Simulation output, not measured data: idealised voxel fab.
The process module presented herein is designated voxel self aligned contacts.
215 nm wide, 5 nm square cells: that's cross-section cut.
Reading order for cross-sections: top band down to bottom band. Underlying form: a grid of square cells. Band size: one or more rows of cells.
Each band's line starts with the height of the band's top and of its bottom, in nm. Then come its materials from left to right, each with its width in nm. One material with "all across" fills the band from edge to edge. "empty" is empty space.
Heights from 0 (as-received wafer is one material below). Bottom band endless downward, as "0..down".
You'd read "30..40" like this: the band's top row of cells is as wide as the first number, its bottom row is as wide as the second, and going down, every row changes width by the same amount as the row before did.
The cross-section has no changed cell in any step marked "same as before".
The label "Entrapped voids" introduces a list of the empty spaces, 8 cells or larger, that have no open way up to the top; each entry in it reads width x height at distance, where the distance is taken from the left edge and all three are stated in nm.
It should be noted that, on the line of a given step, the content following the step's settings is a remark produced by the simulator itself with respect to that step.
A step line may carry the setting "overlay nm", which, for steps involving a mask, states the distance by which the mask lay to the right of its intended position; negative values denote displacement to the left.

So here's the lineup of process steps we planned
| 1 | RECEIVE, material Si |
| 2 | CONFORMAL_DEP, material SiO2, thk nm 5 |
| 3 | DIRECTIONAL_DEP, material polySi, thk nm 20 |
| 4 | DIRECTIONAL_DEP, material SiN, thk nm 25 |
| 5 | MASKED_ETCH, tone cover, mask id GATE, width nm 25, pitch nm 65, etch materials SiN, depth nm 25, overlay nm 0 |
| 6 | MASKED_ETCH, tone cover, mask id GATE, width nm 25, pitch nm 65, etch materials polySi, depth nm 20, overlay nm -15 |
| 7 | CONFORMAL_DEP, material SiN, thk nm 10 |
| 8 | DIRECTIONAL_ETCH, etch materials SiN, depth nm 10 |
| 9 | FILL_DEP, material SiO2, thk nm 20 |
| 10 | CMP, height nm 60 |
| 11 | DIRECTIONAL_DEP, material aC, thk nm 15 |
| 12 | PATTERN, tone open, mask id CONTACT, material resist, width nm 50, pitch nm 65, thk nm 35, overlay nm 0 |
| 13 | DIRECTIONAL_ETCH, etch materials aC, depth nm 15 |
| 14 | STRIP, etch materials resist |
| 15 | DIRECTIONAL_ETCH, etch materials SiO2, depth nm 60 |
| 16 | STRIP, etch materials aC |
| 17 | CONFORMAL_DEP, material TiN, thk nm 5 |
| 18 | FILL_DEP, material Ru, thk nm 5 |
| 19 | CMP, height nm 60 |
| 20 | CONFORMAL_DEP, material SiCN, thk nm 5 |
For this document, wafers share an identical start and vary in the step 6 overlay nm; the plan quotes the first wafer's value.

Incoming state of the first of several wafers in cross-section: after step 1
  0..down  Si all across
  Entrapped voids: none

After the module's final step, step 20: the first of several wafers in cross-section
  65..60  SiCN all across
  60..50  SiO2 50, TiN 5..20, Ru 40..10, TiN 5..20, SiO2 15, TiN 5..20, Ru 40..10, TiN 5..20, SiO2 50
  50..30  SiO2 20, SiN 45, TiN 5, Ru 10, TiN 5, SiN 45, TiN 5, Ru 10, TiN 5, SiN 45, SiO2 20
  30..25  SiO2 20, SiN 45, TiN 20, SiN 45, TiN 20, SiN 45, SiO2 20
  25..5  SiO2 5, SiN 10, polySi 40, SiN 10, TiN 5, SiN 10, polySi 40, SiN 10, TiN 5, SiN 10, polySi 40, SiN 10, SiO2 20
  5..0  SiO2 65, TiN 5, SiO2 60, TiN 5, SiO2 80
  0..down  Si all across
  Entrapped voids: none

Last wafer of the set, cross-sectioned at end of module
  65..60  SiCN all across
  60..50  SiO2 50, TiN 5..20, Ru 40..10, TiN 5..20, SiO2 15, TiN 5..20, Ru 40..10, TiN 5..20, SiO2 50
  50..30  SiO2 20, SiN 45, TiN 5, Ru 10, TiN 5, SiN 45, TiN 5, Ru 10, TiN 5, SiN 45, SiO2 20
  30..25  SiO2 20, SiN 45, TiN 20, SiN 45, TiN 20, SiN 45, SiO2 20
  25..5  SiO2 20, SiN 10, polySi 40, SiN 10, TiN 5, SiN 10, polySi 40, SiN 10, TiN 5, SiN 10, polySi 40, SiN 10, SiO2 5
  5..0  SiO2 80, TiN 5, SiO2 60, TiN 5, SiO2 65
  0..down  Si all across
  Entrapped voids: none

Tabulated below, wafer by wafer, are the end-of-module results: for each material, the number of cells gained (+) or lost (-) relative to the as-received state, followed by the closed voids
overlay nm -15 | +36 Ru | +43 SiCN | +183 SiN | +147 SiO2 | +54 TiN | +96 polySi | Entrapped voids: none
overlay nm -10 | +36 Ru | +43 SiCN | +183 SiN | +149 SiO2 | +64 TiN | +84 polySi | Entrapped voids: none
overlay nm -5 | +46 Ru | +43 SiCN | +183 SiN | +151 SiO2 | +64 TiN | +72 polySi | Entrapped voids: none
overlay nm 0 | +56 Ru | +43 SiCN | +183 SiN | +153 SiO2 | +64 TiN | +60 polySi | Entrapped voids: none
overlay nm 5 | +46 Ru | +43 SiCN | +183 SiN | +151 SiO2 | +64 TiN | +72 polySi | Entrapped voids: none
overlay nm 10 | +36 Ru | +43 SiCN | +183 SiN | +149 SiO2 | +64 TiN | +84 polySi | Entrapped voids: none
overlay nm 15 | +36 Ru | +43 SiCN | +183 SiN | +147 SiO2 | +54 TiN | +96 polySi | Entrapped voids: none
